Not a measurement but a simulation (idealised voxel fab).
Presented below is a process module, voxel wiring stack.
FYI the section here is cut, 195 nm wide, cells are 5 nm squares.
Think of the cross-section as a grid of square cells. We describe it in bands, top to bottom, and each band covers one or more rows of those cells. First you get the band's top height and its bottom height, in nm, and then the materials it's made of, left to right, with each width in nm. If you see a single material with "all across", that one covers the band edge to edge. "blank" is empty space. The level at which height equals 0 is the one under which the wafer, as it arrives, is entirely one material. No lower edge exists for the bottom band, which continues downward and is notated as in "0..down". Per-row width for "30..40": begins at first number (top row of band), ends at second number (bottom row), increment between rows held constant. You'll sometimes find "nothing was modified" written for a step, and that's the way of saying that nowhere in the cross-section did a cell change during that step. For the entry "Closed void catalog", the listed items are empty spaces with no open way to the top whose size is 8 cells or more; each item follows the pattern width x height at distance, where distance is from the left edge and all three are in nm. Note: text after step settings on the step line = simulator remark on that step. You can add "overlay nm" to a step's line. For a step with a mask, it describes how far the mask lay to the right of its planned position, and a negative number describes a lay to the left. Guide to the pairs. Each holds a before and an after cross-section around one process step; the after cross-section is cut off at the lowest band that changed. Look under the pair for the step between them and its settings. Pairs can come from different runs of this module on the same starting wafer, so a pair follows on from the one above it only where its entry headed "Pre-step condition" says it does.
**Pre-step condition**
    0..down = Si all across
    Closed void catalog: none
**after**
    15..0 = SiO2 all across
    Everything under 0 stays put, no change at all.
    Closed void catalog: none
The step occurring between the two cross-sections depicted above is identified as CONFORMAL_DEP [material SiO2] [thk nm 15]
Pre-step condition: refer to the pair immediately above; the cross-section shown after its step is the state before this one.
**after**
    20..15 = SiCN all across
    Everything under 15 stays put, no change at all.
    Closed void catalog: none
The step occurring between the two cross-sections depicted above is identified as CONFORMAL_DEP [material SiCN] [thk nm 5]
Pre-step condition: refer to the pair immediately above; the cross-section shown after its step is the state before this one.
**after**
    40..20 = lowk all across
    Everything under 20 stays put, no change at all.
    Closed void catalog: none
The step occurring between the two cross-sections depicted above is identified as DIRECTIONAL_DEP [material lowk] [thk nm 20]
Pre-step condition: refer to the pair immediately above; the cross-section shown after its step is the state before this one.
**after**
    40..20 = 65 nm lowk / 25 nm blank / 15 nm lowk / 25 nm blank / 65 nm lowk
    Everything under 20 stays put, no change at all.
    Closed void catalog: none
The step occurring between the two cross-sections depicted above is identified as MASKED_ETCH [tone open] [mask id METAL_1] [width nm 25] [pitch nm 40] [etch materials lowk] [depth nm 20] [overlay nm 0]
Pre-step condition: refer to the pair immediately above; the cross-section shown after its step is the state before this one.
**after**
    40..20 = 65 nm lowk / 25 nm blank / 15 nm lowk / 25 nm blank / 65 nm lowk
    20..15 = 65 nm SiCN / 25 nm blank / 15 nm SiCN / 25 nm blank / 65 nm SiCN
    Everything under 15 stays put, no change at all.
    Closed void catalog: none
The step occurring between the two cross-sections depicted above is identified as MASKED_ETCH [tone open] [mask id METAL_1] [width nm 25] [pitch nm 40] [etch materials SiCN] [depth nm 5] [overlay nm 0]
Pre-step condition: refer to the pair immediately above; the cross-section shown after its step is the state before this one.
**after**
    45..40 = 70 nm TiN / 15 nm blank / 25 nm TiN / 15 nm blank / 70 nm TiN
    40..20 = 65 nm lowk / 5 nm TiN / 15 nm blank / 5 nm TiN / 15 nm lowk / 5 nm TiN / 15 nm blank / 5 nm TiN / 65 nm lowk
    20..15 = 65 nm SiCN / 25 nm TiN / 15 nm SiCN / 25 nm TiN / 65 nm SiCN
    Everything under 15 stays put, no change at all.
    Closed void catalog: none
The step occurring between the two cross-sections depicted above is identified as CONFORMAL_DEP [material TiN] [thk nm 5]
Pre-step condition: refer to the pair immediately above; the cross-section shown after its step is the state before this one.
**after**
    55..45 = Cu all across
    45..40 = 70 nm TiN / 15 nm Cu / 25 nm TiN / 15 nm Cu / 70 nm TiN
    40..20 = 65 nm lowk / 5 nm TiN / 15 nm Cu / 5 nm TiN / 15 nm lowk / 5 nm TiN / 15 nm Cu / 5 nm TiN / 65 nm lowk
    Everything under 20 stays put, no change at all.
    Closed void catalog: none
The step occurring between the two cross-sections depicted above is identified as FILL_DEP [material Cu] [thk nm 10]
Pre-step condition: refer to the pair immediately above; the cross-section shown after its step is the state before this one.
**after**
    40..20 = 65 nm lowk / 5 nm TiN / 15 nm Cu / 5 nm TiN / 15 nm lowk / 5 nm TiN / 15 nm Cu / 5 nm TiN / 65 nm lowk
    Everything under 20 stays put, no change at all.
    Closed void catalog: none
The step occurring between the two cross-sections depicted above is identified as CMP [height nm 40]
Pre-step condition: refer to the pair immediately above; the cross-section shown after its step is the state before this one.
**after**
    45..40 = 60 nm blank / 35 nm Ru / 5 nm blank / 35 nm Ru / 60 nm blank
    Everything under 40 stays put, no change at all.
    Closed void catalog: none
The step occurring between the two cross-sections depicted above is identified as EPI [material Ru] [thk nm 5]
Pre-step condition: refer to the pair immediately above; the cross-section shown after its step is the state before this one.
**after**
    50..45 = SiCN all across
    45..40 = 60 nm SiCN / 35 nm Ru / 5 nm SiCN / 35 nm Ru / 60 nm SiCN
    Everything under 40 stays put, no change at all.
    Closed void catalog: none
The step occurring between the two cross-sections depicted above is identified as FILL_DEP [material SiCN] [thk nm 5]
Pre-step condition: refer to the pair immediately above; the cross-section shown after its step is the state before this one.
**after**
    75..50 = lowk all across
    Everything under 50 stays put, no change at all.
    Closed void catalog: none
The step occurring between the two cross-sections depicted above is identified as DIRECTIONAL_DEP [material lowk] [thk nm 25]
Pre-step condition: refer to the pair immediately above; the cross-section shown after its step is the state before this one.
**after**
    90..75 = aC all across
    Everything under 75 stays put, no change at all.
    Closed void catalog: none
The step occurring between the two cross-sections depicted above is identified as DIRECTIONAL_DEP [material aC] [thk nm 15]
Pre-step condition: refer to the pair immediately above; the cross-section shown after its step is the state before this one.
**after**
    125..90 = 65 nm resist / 25 nm blank / 15 nm resist / 25 nm blank / 65 nm resist
    Everything under 90 stays put, no change at all.
    Closed void catalog: none
The step occurring between the two cross-sections depicted above is identified as PATTERN [tone open] [mask id METAL_2] [material resist] [width nm 25] [pitch nm 40] [thk nm 35] [overlay nm 0]
Pre-step condition: refer to the pair immediately above; the cross-section shown after its step is the state before this one.
**after**
    110..90 = 65 nm resist / 25 nm blank / 15 nm resist / 25 nm blank / 65 nm resist
    90..75 = 65 nm aC / 25 nm blank / 15 nm aC / 25 nm blank / 65 nm aC
    Everything under 75 stays put, no change at all.
    Closed void catalog: none
The step occurring between the two cross-sections depicted above is identified as DIRECTIONAL_ETCH [etch materials aC] [depth nm 15]
Pre-step condition: refer to the pair immediately above; the cross-section shown after its step is the state before this one.
**after**
    90..75 = 65 nm aC / 25 nm blank / 15 nm aC / 25 nm blank / 65 nm aC
    Everything under 75 stays put, no change at all.
    Closed void catalog: none
The step occurring between the two cross-sections depicted above is identified as STRIP [etch materials resist]
Pre-step condition: refer to the pair immediately above; the cross-section shown after its step is the state before this one.
**after**
    90..75 = 65 nm aC / 25 nm blank / 15 nm aC / 25 nm blank / 65 nm aC
    75..60 = 65 nm lowk / 25 nm blank / 15 nm lowk / 25 nm blank / 65 nm lowk
    Everything under 60 stays put, no change at all.
    Closed void catalog: none
The step occurring between the two cross-sections depicted above is identified as DIRECTIONAL_ETCH [etch materials lowk] [depth nm 15]
Pre-step condition: refer to the pair immediately above; the cross-section shown after its step is the state before this one.
**after**
    75..60 = 65 nm lowk / 25 nm blank / 15 nm lowk / 25 nm blank / 65 nm lowk
    Everything under 60 stays put, no change at all.
    Closed void catalog: none
The step occurring between the two cross-sections depicted above is identified as STRIP [etch materials aC]
Pre-step condition: refer to the pair immediately above; the cross-section shown after its step is the state before this one.
**after**
    95..75 = 65 nm resist / 15 nm blank / 25 nm resist / 15 nm blank / 75 nm resist
    75..60 = 65 nm lowk / 15 nm blank / 10 nm resist / 15 nm lowk / 15 nm blank / 10 nm resist / 65 nm lowk
    Everything under 60 stays put, no change at all.
    Closed void catalog: none
The step occurring between the two cross-sections depicted above is identified as PATTERN [tone open] [mask id METAL_2_HOLES] [material resist] [width nm 15] [pitch nm 40] [thk nm 20] [overlay nm 0]
Pre-step condition: refer to the pair immediately above; the cross-section shown after its step is the state before this one.
**after**
    95..75 = 65 nm resist / 15 nm blank / 25 nm resist / 15 nm blank / 75 nm resist
    75..60 = 65 nm lowk / 15 nm blank / 10 nm resist / 15 nm lowk / 15 nm blank / 10 nm resist / 65 nm lowk
    60..50 = 65 nm lowk / 15 nm blank / 25 nm lowk / 15 nm blank / 75 nm lowk
    Everything under 50 stays put, no change at all.
    Closed void catalog: none
The step occurring between the two cross-sections depicted above is identified as DIRECTIONAL_ETCH [etch materials lowk] [depth nm 10]
Pre-step condition: refer to the pair immediately above; the cross-section shown after its step is the state before this one.
**after**
    95..75 = 65 nm resist / 15 nm blank / 25 nm resist / 15 nm blank / 75 nm resist
    75..60 = 65 nm lowk / 15 nm blank / 10 nm resist / 15 nm lowk / 15 nm blank / 10 nm resist / 65 nm lowk
    60..50 = 65 nm lowk / 15 nm blank / 25 nm lowk / 15 nm blank / 75 nm lowk
    50..45 = 65 nm SiCN / 15 nm blank / 25 nm SiCN / 15 nm blank / 75 nm SiCN
    Everything under 45 stays put, no change at all.
    Closed void catalog: none
The step occurring between the two cross-sections depicted above is identified as DIRECTIONAL_ETCH [etch materials SiCN] [depth nm 5]
Pre-step condition: refer to the pair immediately above; the cross-section shown after its step is the state before this one.
**after**
    75..60 = 65 nm lowk / 25 nm blank / 15 nm lowk / 25 nm blank / 65 nm lowk
    Everything under 60 stays put, no change at all.
    Closed void catalog: none
The step occurring between the two cross-sections depicted above is identified as STRIP [etch materials resist]
Pre-step condition: refer to the pair immediately above; the cross-section shown after its step is the state before this one.
**after**
    80..75 = 70 nm TiN / 15 nm blank / 25 nm TiN / 15 nm blank / 70 nm TiN
    75..65 = 65 nm lowk / 5 nm TiN / 15 nm blank / 5 nm TiN / 15 nm lowk / 5 nm TiN / 15 nm blank / 5 nm TiN / 65 nm lowk
    65..60 = 65 nm lowk / 5 nm TiN / 5 nm blank / 15 nm TiN / 15 nm lowk / 5 nm TiN / 5 nm blank / 15 nm TiN / 65 nm lowk
    60..50 = 65 nm lowk / 5 nm TiN / 5 nm blank / 5 nm TiN / 25 nm lowk / 5 nm TiN / 5 nm blank / 5 nm TiN / 75 nm lowk
    50..45 = 65 nm SiCN / 15 nm TiN / 25 nm SiCN / 15 nm TiN / 75 nm SiCN
    Everything under 45 stays put, no change at all.
    Closed void catalog: none
The step occurring between the two cross-sections depicted above is identified as CONFORMAL_DEP [material TiN] [thk nm 5]
Pre-step condition: refer to the pair immediately above; the cross-section shown after its step is the state before this one.
**after**
    90..80 = Cu all across
    80..75 = 70 nm TiN / 15 nm Cu / 25 nm TiN / 15 nm Cu / 70 nm TiN
    75..65 = 65 nm lowk / 5 nm TiN / 15 nm Cu / 5 nm TiN / 15 nm lowk / 5 nm TiN / 15 nm Cu / 5 nm TiN / 65 nm lowk
    65..60 = 65 nm lowk / 5 nm TiN / 5 nm Cu / 15 nm TiN / 15 nm lowk / 5 nm TiN / 5 nm Cu / 15 nm TiN / 65 nm lowk
    60..50 = 65 nm lowk / 5 nm TiN / 5 nm Cu / 5 nm TiN / 25 nm lowk / 5 nm TiN / 5 nm Cu / 5 nm TiN / 75 nm lowk
    Everything under 50 stays put, no change at all.
    Closed void catalog: none
The step occurring between the two cross-sections depicted above is identified as FILL_DEP [material Cu] [thk nm 10]
Pre-step condition: refer to the pair immediately above; the cross-section shown after its step is the state before this one.
**after**
    75..65 = 65 nm lowk / 5 nm TiN / 15 nm Cu / 5 nm TiN / 15 nm lowk / 5 nm TiN / 15 nm Cu / 5 nm TiN / 65 nm lowk
    Everything under 65 stays put, no change at all.
    Closed void catalog: none
The step occurring between the two cross-sections depicted above is identified as CMP [height nm 75]
Pre-step condition: refer to the pair immediately above; the cross-section shown after its step is the state before this one.
**after**
    80..75 = SiCN all across
    Everything under 75 stays put, no change at all.
    Closed void catalog: none
The step occurring between the two cross-sections depicted above is identified as CONFORMAL_DEP [material SiCN] [thk nm 5]
**Pre-step condition**
    15..0 = SiO2 all across
    0..down = Si all across
    Closed void catalog: none
**after**
    35..15 = lowk all across
    Everything under 15 stays put, no change at all.
    Closed void catalog: none
The step occurring between the two cross-sections depicted above is identified as DIRECTIONAL_DEP [material lowk] [thk nm 20]
Pre-step condition: refer to the pair immediately above; the cross-section shown after its step is the state before this one.
**after**
    35..15 = 65 nm lowk / 25 nm blank / 15 nm lowk / 25 nm blank / 65 nm lowk
    Everything under 15 stays put, no change at all.
    Closed void catalog: none
The step occurring between the two cross-sections depicted above is identified as MASKED_ETCH [tone open] [mask id METAL_1] [width nm 25] [pitch nm 40] [etch materials lowk] [depth nm 20] [overlay nm 0]
Pre-step condition: refer to the pair immediately above; the cross-section shown after its step is the state before this one.
**after**
    40..35 = 70 nm TiN / 15 nm blank / 25 nm TiN / 15 nm blank / 70 nm TiN
    35..20 = 65 nm lowk / 5 nm TiN / 15 nm blank / 5 nm TiN / 15 nm lowk / 5 nm TiN / 15 nm blank / 5 nm TiN / 65 nm lowk
    20..15 = 65 nm lowk / 25 nm TiN / 15 nm lowk / 25 nm TiN / 65 nm lowk
    Everything under 15 stays put, no change at all.
    Closed void catalog: none
The step occurring between the two cross-sections depicted above is identified as CONFORMAL_DEP [material TiN] [thk nm 5]
Pre-step condition: refer to the pair immediately above; the cross-section shown after its step is the state before this one.
**after**
    50..40 = Cu all across
    40..35 = 70 nm TiN / 15 nm Cu / 25 nm TiN / 15 nm Cu / 70 nm TiN
    35..20 = 65 nm lowk / 5 nm TiN / 15 nm Cu / 5 nm TiN / 15 nm lowk / 5 nm TiN / 15 nm Cu / 5 nm TiN / 65 nm lowk
    Everything under 20 stays put, no change at all.
    Closed void catalog: none
The step occurring between the two cross-sections depicted above is identified as FILL_DEP [material Cu] [thk nm 10]
Pre-step condition: refer to the pair immediately above; the cross-section shown after its step is the state before this one.
**after**
    40..35 = 70 nm TiN / 15 nm Cu / 25 nm TiN / 15 nm Cu / 70 nm TiN
    Everything under 35 stays put, no change at all.
    Closed void catalog: none
The step occurring between the two cross-sections depicted above is identified as CMP [height nm 40]
Pre-step condition: refer to the pair immediately above; the cross-section shown after its step is the state before this one.
**after**
    45..40 = Ru all across
    Everything under 40 stays put, no change at all.
    Closed void catalog: none
The step occurring between the two cross-sections depicted above is identified as EPI [material Ru] [thk nm 5]
Pre-step condition: refer to the pair immediately above; the cross-section shown after its step is the state before this one.
**after**
    50..45 = SiCN all across
    Everything under 45 stays put, no change at all.
    Closed void catalog: none
The step occurring between the two cross-sections depicted above is identified as FILL_DEP [material SiCN] [thk nm 5]
Pre-step condition: refer to the pair immediately above; the cross-section shown after its step is the state before this one.
**after**
    75..50 = lowk all across
    Everything under 50 stays put, no change at all.
    Closed void catalog: none
The step occurring between the two cross-sections depicted above is identified as DIRECTIONAL_DEP [material lowk] [thk nm 25]
Pre-step condition: refer to the pair immediately above; the cross-section shown after its step is the state before this one.
**after**
    90..75 = aC all across
    Everything under 75 stays put, no change at all.
    Closed void catalog: none
The step occurring between the two cross-sections depicted above is identified as DIRECTIONAL_DEP [material aC] [thk nm 15]
Pre-step condition: refer to the pair immediately above; the cross-section shown after its step is the state before this one.
**after**
    125..90 = 65 nm resist / 25 nm blank / 15 nm resist / 25 nm blank / 65 nm resist
    Everything under 90 stays put, no change at all.
    Closed void catalog: none
The step occurring between the two cross-sections depicted above is identified as PATTERN [tone open] [mask id METAL_2] [material resist] [width nm 25] [pitch nm 40] [thk nm 35] [overlay nm 0]
Pre-step condition: refer to the pair immediately above; the cross-section shown after its step is the state before this one.
**after**
    110..90 = 65 nm resist / 25 nm blank / 15 nm resist / 25 nm blank / 65 nm resist
    90..75 = 65 nm aC / 25 nm blank / 15 nm aC / 25 nm blank / 65 nm aC
    Everything under 75 stays put, no change at all.
    Closed void catalog: none
The step occurring between the two cross-sections depicted above is identified as DIRECTIONAL_ETCH [etch materials aC] [depth nm 15]
Pre-step condition: refer to the pair immediately above; the cross-section shown after its step is the state before this one.
**after**
    90..75 = 65 nm aC / 25 nm blank / 15 nm aC / 25 nm blank / 65 nm aC
    Everything under 75 stays put, no change at all.
    Closed void catalog: none
The step occurring between the two cross-sections depicted above is identified as STRIP [etch materials resist]
Pre-step condition: refer to the pair immediately above; the cross-section shown after its step is the state before this one.
**after**
    90..75 = 65 nm aC / 25 nm blank / 15 nm aC / 25 nm blank / 65 nm aC
    75..60 = 65 nm lowk / 25 nm blank / 15 nm lowk / 25 nm blank / 65 nm lowk
    Everything under 60 stays put, no change at all.
    Closed void catalog: none
The step occurring between the two cross-sections depicted above is identified as DIRECTIONAL_ETCH [etch materials lowk] [depth nm 15]
Pre-step condition: refer to the pair immediately above; the cross-section shown after its step is the state before this one.
**after**
    75..60 = 65 nm lowk / 25 nm blank / 15 nm lowk / 25 nm blank / 65 nm lowk
    Everything under 60 stays put, no change at all.
    Closed void catalog: none
The step occurring between the two cross-sections depicted above is identified as STRIP [etch materials aC]
Pre-step condition: refer to the pair immediately above; the cross-section shown after its step is the state before this one.
**after**
    95..75 = 65 nm resist / 15 nm blank / 25 nm resist / 15 nm blank / 75 nm resist
    75..60 = 65 nm lowk / 15 nm blank / 10 nm resist / 15 nm lowk / 15 nm blank / 10 nm resist / 65 nm lowk
    Everything under 60 stays put, no change at all.
    Closed void catalog: none
The step occurring between the two cross-sections depicted above is identified as PATTERN [tone open] [mask id METAL_2_HOLES] [material resist] [width nm 15] [pitch nm 40] [thk nm 20] [overlay nm 0]
Pre-step condition: refer to the pair immediately above; the cross-section shown after its step is the state before this one.
**after**
    95..75 = 65 nm resist / 15 nm blank / 25 nm resist / 15 nm blank / 75 nm resist
    75..60 = 65 nm lowk / 15 nm blank / 10 nm resist / 15 nm lowk / 15 nm blank / 10 nm resist / 65 nm lowk
    60..50 = 65 nm lowk / 15 nm blank / 25 nm lowk / 15 nm blank / 75 nm lowk
    Everything under 50 stays put, no change at all.
    Closed void catalog: none
The step occurring between the two cross-sections depicted above is identified as DIRECTIONAL_ETCH [etch materials lowk] [depth nm 10]
Pre-step condition: refer to the pair immediately above; the cross-section shown after its step is the state before this one.
**after**
    95..75 = 65 nm resist / 15 nm blank / 25 nm resist / 15 nm blank / 75 nm resist
    75..60 = 65 nm lowk / 15 nm blank / 10 nm resist / 15 nm lowk / 15 nm blank / 10 nm resist / 65 nm lowk
    60..50 = 65 nm lowk / 15 nm blank / 25 nm lowk / 15 nm blank / 75 nm lowk
    50..45 = 65 nm SiCN / 15 nm blank / 25 nm SiCN / 15 nm blank / 75 nm SiCN
    Everything under 45 stays put, no change at all.
    Closed void catalog: none
The step occurring between the two cross-sections depicted above is identified as DIRECTIONAL_ETCH [etch materials SiCN] [depth nm 5]
Pre-step condition: refer to the pair immediately above; the cross-section shown after its step is the state before this one.
**after**
    75..60 = 65 nm lowk / 25 nm blank / 15 nm lowk / 25 nm blank / 65 nm lowk
    Everything under 60 stays put, no change at all.
    Closed void catalog: none
The step occurring between the two cross-sections depicted above is identified as STRIP [etch materials resist]
Pre-step condition: refer to the pair immediately above; the cross-section shown after its step is the state before this one.
**after**
    80..75 = 70 nm TiN / 15 nm blank / 25 nm TiN / 15 nm blank / 70 nm TiN
    75..65 = 65 nm lowk / 5 nm TiN / 15 nm blank / 5 nm TiN / 15 nm lowk / 5 nm TiN / 15 nm blank / 5 nm TiN / 65 nm lowk
    65..60 = 65 nm lowk / 5 nm TiN / 5 nm blank / 15 nm TiN / 15 nm lowk / 5 nm TiN / 5 nm blank / 15 nm TiN / 65 nm lowk
    60..50 = 65 nm lowk / 5 nm TiN / 5 nm blank / 5 nm TiN / 25 nm lowk / 5 nm TiN / 5 nm blank / 5 nm TiN / 75 nm lowk
    50..45 = 65 nm SiCN / 15 nm TiN / 25 nm SiCN / 15 nm TiN / 75 nm SiCN
    Everything under 45 stays put, no change at all.
    Closed void catalog: none
The step occurring between the two cross-sections depicted above is identified as CONFORMAL_DEP [material TiN] [thk nm 5]
Pre-step condition: refer to the pair immediately above; the cross-section shown after its step is the state before this one.
**after**
    90..80 = Cu all across
    80..75 = 70 nm TiN / 15 nm Cu / 25 nm TiN / 15 nm Cu / 70 nm TiN
    75..65 = 65 nm lowk / 5 nm TiN / 15 nm Cu / 5 nm TiN / 15 nm lowk / 5 nm TiN / 15 nm Cu / 5 nm TiN / 65 nm lowk
    65..60 = 65 nm lowk / 5 nm TiN / 5 nm Cu / 15 nm TiN / 15 nm lowk / 5 nm TiN / 5 nm Cu / 15 nm TiN / 65 nm lowk
    60..50 = 65 nm lowk / 5 nm TiN / 5 nm Cu / 5 nm TiN / 25 nm lowk / 5 nm TiN / 5 nm Cu / 5 nm TiN / 75 nm lowk
    Everything under 50 stays put, no change at all.
    Closed void catalog: none
The step occurring between the two cross-sections depicted above is identified as FILL_DEP [material Cu] [thk nm 10]
Pre-step condition: refer to the pair immediately above; the cross-section shown after its step is the state before this one.
**after**
    75..65 = 65 nm lowk / 5 nm TiN / 15 nm Cu / 5 nm TiN / 15 nm lowk / 5 nm TiN / 15 nm Cu / 5 nm TiN / 65 nm lowk
    Everything under 65 stays put, no change at all.
    Closed void catalog: none
The step occurring between the two cross-sections depicted above is identified as CMP [height nm 75]
Pre-step condition: refer to the pair immediately above; the cross-section shown after its step is the state before this one.
**after**
    80..75 = SiCN all across
    Everything under 75 stays put, no change at all.
    Closed void catalog: none
The step occurring between the two cross-sections depicted above is identified as CONFORMAL_DEP [material SiCN] [thk nm 5]
**Pre-step condition**
    15..0 = SiO2 all across
    0..down = Si all across
    Closed void catalog: none
**after**
    30..0 = SiO2 all across
    Everything under 0 stays put, no change at all.
    Closed void catalog: none
The step occurring between the two cross-sections depicted above is identified as CONFORMAL_DEP [material SiO2] [thk nm 15]
Pre-step condition: refer to the pair immediately above; the cross-section shown after its step is the state before this one.
**after**
    35..30 = SiCN all across
    Everything under 30 stays put, no change at all.
    Closed void catalog: none
The step occurring between the two cross-sections depicted above is identified as CONFORMAL_DEP [material SiCN] [thk nm 5]
Pre-step condition: refer to the pair immediately above; the cross-section shown after its step is the state before this one.
**after**
    55..35 = lowk all across
    Everything under 35 stays put, no change at all.
    Closed void catalog: none
The step occurring between the two cross-sections depicted above is identified as DIRECTIONAL_DEP [material lowk] [thk nm 20]
Pre-step condition: refer to the pair immediately above; the cross-section shown after its step is the state before this one.
**after**
    55..35 = 65 nm lowk / 25 nm blank / 15 nm lowk / 25 nm blank / 65 nm lowk
    Everything under 35 stays put, no change at all.
    Closed void catalog: none
The step occurring between the two cross-sections depicted above is identified as MASKED_ETCH [tone open] [mask id METAL_1] [width nm 25] [pitch nm 40] [etch materials lowk] [depth nm 20] [overlay nm 0]
Pre-step condition: refer to the pair immediately above; the cross-section shown after its step is the state before this one.
**after**
    55..35 = 65 nm lowk / 25 nm blank / 15 nm lowk / 25 nm blank / 65 nm lowk
    35..30 = 65 nm SiCN / 25 nm blank / 15 nm SiCN / 25 nm blank / 65 nm SiCN
    Everything under 30 stays put, no change at all.
    Closed void catalog: none
The step occurring between the two cross-sections depicted above is identified as MASKED_ETCH [tone open] [mask id METAL_1] [width nm 25] [pitch nm 40] [etch materials SiCN] [depth nm 5] [overlay nm 0]
Pre-step condition: refer to the pair immediately above; the cross-section shown after its step is the state before this one.
**after**
    60..55 = 70 nm TiN / 15 nm blank / 25 nm TiN / 15 nm blank / 70 nm TiN
    55..35 = 65 nm lowk / 5 nm TiN / 15 nm blank / 5 nm TiN / 15 nm lowk / 5 nm TiN / 15 nm blank / 5 nm TiN / 65 nm lowk
    35..30 = 65 nm SiCN / 25 nm TiN / 15 nm SiCN / 25 nm TiN / 65 nm SiCN
    Everything under 30 stays put, no change at all.
    Closed void catalog: none
The step occurring between the two cross-sections depicted above is identified as CONFORMAL_DEP [material TiN] [thk nm 5]
Pre-step condition: refer to the pair immediately above; the cross-section shown after its step is the state before this one.
**after**
    70..60 = Cu all across
    60..55 = 70 nm TiN / 15 nm Cu / 25 nm TiN / 15 nm Cu / 70 nm TiN
    55..35 = 65 nm lowk / 5 nm TiN / 15 nm Cu / 5 nm TiN / 15 nm lowk / 5 nm TiN / 15 nm Cu / 5 nm TiN / 65 nm lowk
    Everything under 35 stays put, no change at all.
    Closed void catalog: none
The step occurring between the two cross-sections depicted above is identified as FILL_DEP [material Cu] [thk nm 10]
Pre-step condition: refer to the pair immediately above; the cross-section shown after its step is the state before this one.
**after**
    40..35 = 65 nm lowk / 5 nm TiN / 15 nm Cu / 5 nm TiN / 15 nm lowk / 5 nm TiN / 15 nm Cu / 5 nm TiN / 65 nm lowk
    Everything under 35 stays put, no change at all.
    Closed void catalog: none
The step occurring between the two cross-sections depicted above is identified as CMP [height nm 40]
Pre-step condition: refer to the pair immediately above; the cross-section shown after its step is the state before this one.
**after**
    45..40 = 60 nm blank / 35 nm Ru / 5 nm blank / 35 nm Ru / 60 nm blank
    Everything under 40 stays put, no change at all.
    Closed void catalog: none
The step occurring between the two cross-sections depicted above is identified as EPI [material Ru] [thk nm 5]
Pre-step condition: refer to the pair immediately above; the cross-section shown after its step is the state before this one.
**after**
    50..45 = SiCN all across
    45..40 = 60 nm SiCN / 35 nm Ru / 5 nm SiCN / 35 nm Ru / 60 nm SiCN
    Everything under 40 stays put, no change at all.
    Closed void catalog: none
The step occurring between the two cross-sections depicted above is identified as FILL_DEP [material SiCN] [thk nm 5]
Pre-step condition: refer to the pair immediately above; the cross-section shown after its step is the state before this one.
**after**
    75..50 = lowk all across
    Everything under 50 stays put, no change at all.
    Closed void catalog: none
The step occurring between the two cross-sections depicted above is identified as DIRECTIONAL_DEP [material lowk] [thk nm 25]
Pre-step condition: refer to the pair immediately above; the cross-section shown after its step is the state before this one.
**after**
    90..75 = aC all across
    Everything under 75 stays put, no change at all.
    Closed void catalog: none
The step occurring between the two cross-sections depicted above is identified as DIRECTIONAL_DEP [material aC] [thk nm 15]
Pre-step condition: refer to the pair immediately above; the cross-section shown after its step is the state before this one.
**after**
    125..90 = 65 nm resist / 25 nm blank / 15 nm resist / 25 nm blank / 65 nm resist
    Everything under 90 stays put, no change at all.
    Closed void catalog: none
The step occurring between the two cross-sections depicted above is identified as PATTERN [tone open] [mask id METAL_2] [material resist] [width nm 25] [pitch nm 40] [thk nm 35] [overlay nm 0]
Pre-step condition: refer to the pair immediately above; the cross-section shown after its step is the state before this one.
**after**
    110..90 = 65 nm resist / 25 nm blank / 15 nm resist / 25 nm blank / 65 nm resist
    90..75 = 65 nm aC / 25 nm blank / 15 nm aC / 25 nm blank / 65 nm aC
    Everything under 75 stays put, no change at all.
    Closed void catalog: none
The step occurring between the two cross-sections depicted above is identified as DIRECTIONAL_ETCH [etch materials aC] [depth nm 15]
Pre-step condition: refer to the pair immediately above; the cross-section shown after its step is the state before this one.
**after**
    90..75 = 65 nm aC / 25 nm blank / 15 nm aC / 25 nm blank / 65 nm aC
    Everything under 75 stays put, no change at all.
    Closed void catalog: none
The step occurring between the two cross-sections depicted above is identified as STRIP [etch materials resist]
Pre-step condition: refer to the pair immediately above; the cross-section shown after its step is the state before this one.
**after**
    90..75 = 65 nm aC / 25 nm blank / 15 nm aC / 25 nm blank / 65 nm aC
    75..60 = 65 nm lowk / 25 nm blank / 15 nm lowk / 25 nm blank / 65 nm lowk
    Everything under 60 stays put, no change at all.
    Closed void catalog: none
The step occurring between the two cross-sections depicted above is identified as DIRECTIONAL_ETCH [etch materials lowk] [depth nm 15]
Pre-step condition: refer to the pair immediately above; the cross-section shown after its step is the state before this one.
**after**
    75..60 = 65 nm lowk / 25 nm blank / 15 nm lowk / 25 nm blank / 65 nm lowk
    Everything under 60 stays put, no change at all.
    Closed void catalog: none
The step occurring between the two cross-sections depicted above is identified as STRIP [etch materials aC]
Pre-step condition: refer to the pair immediately above; the cross-section shown after its step is the state before this one.
**after**
    95..75 = 65 nm resist / 15 nm blank / 25 nm resist / 15 nm blank / 75 nm resist
    75..60 = 65 nm lowk / 15 nm blank / 10 nm resist / 15 nm lowk / 15 nm blank / 10 nm resist / 65 nm lowk
    Everything under 60 stays put, no change at all.
    Closed void catalog: none
The step occurring between the two cross-sections depicted above is identified as PATTERN [tone open] [mask id METAL_2_HOLES] [material resist] [width nm 15] [pitch nm 40] [thk nm 20] [overlay nm 0]
Pre-step condition: refer to the pair immediately above; the cross-section shown after its step is the state before this one.
**after**
    95..75 = 65 nm resist / 15 nm blank / 25 nm resist / 15 nm blank / 75 nm resist
    75..60 = 65 nm lowk / 15 nm blank / 10 nm resist / 15 nm lowk / 15 nm blank / 10 nm resist / 65 nm lowk
    60..50 = 65 nm lowk / 15 nm blank / 25 nm lowk / 15 nm blank / 75 nm lowk
    Everything under 50 stays put, no change at all.
    Closed void catalog: none
The step occurring between the two cross-sections depicted above is identified as DIRECTIONAL_ETCH [etch materials lowk] [depth nm 10]
Pre-step condition: refer to the pair immediately above; the cross-section shown after its step is the state before this one.
**after**
    95..75 = 65 nm resist / 15 nm blank / 25 nm resist / 15 nm blank / 75 nm resist
    75..60 = 65 nm lowk / 15 nm blank / 10 nm resist / 15 nm lowk / 15 nm blank / 10 nm resist / 65 nm lowk
    60..50 = 65 nm lowk / 15 nm blank / 25 nm lowk / 15 nm blank / 75 nm lowk
    50..45 = 65 nm SiCN / 15 nm blank / 25 nm SiCN / 15 nm blank / 75 nm SiCN
    Everything under 45 stays put, no change at all.
    Closed void catalog: none
The step occurring between the two cross-sections depicted above is identified as DIRECTIONAL_ETCH [etch materials SiCN] [depth nm 5]
Pre-step condition: refer to the pair immediately above; the cross-section shown after its step is the state before this one.
**after**
    75..60 = 65 nm lowk / 25 nm blank / 15 nm lowk / 25 nm blank / 65 nm lowk
    Everything under 60 stays put, no change at all.
    Closed void catalog: none
The step occurring between the two cross-sections depicted above is identified as STRIP [etch materials resist]
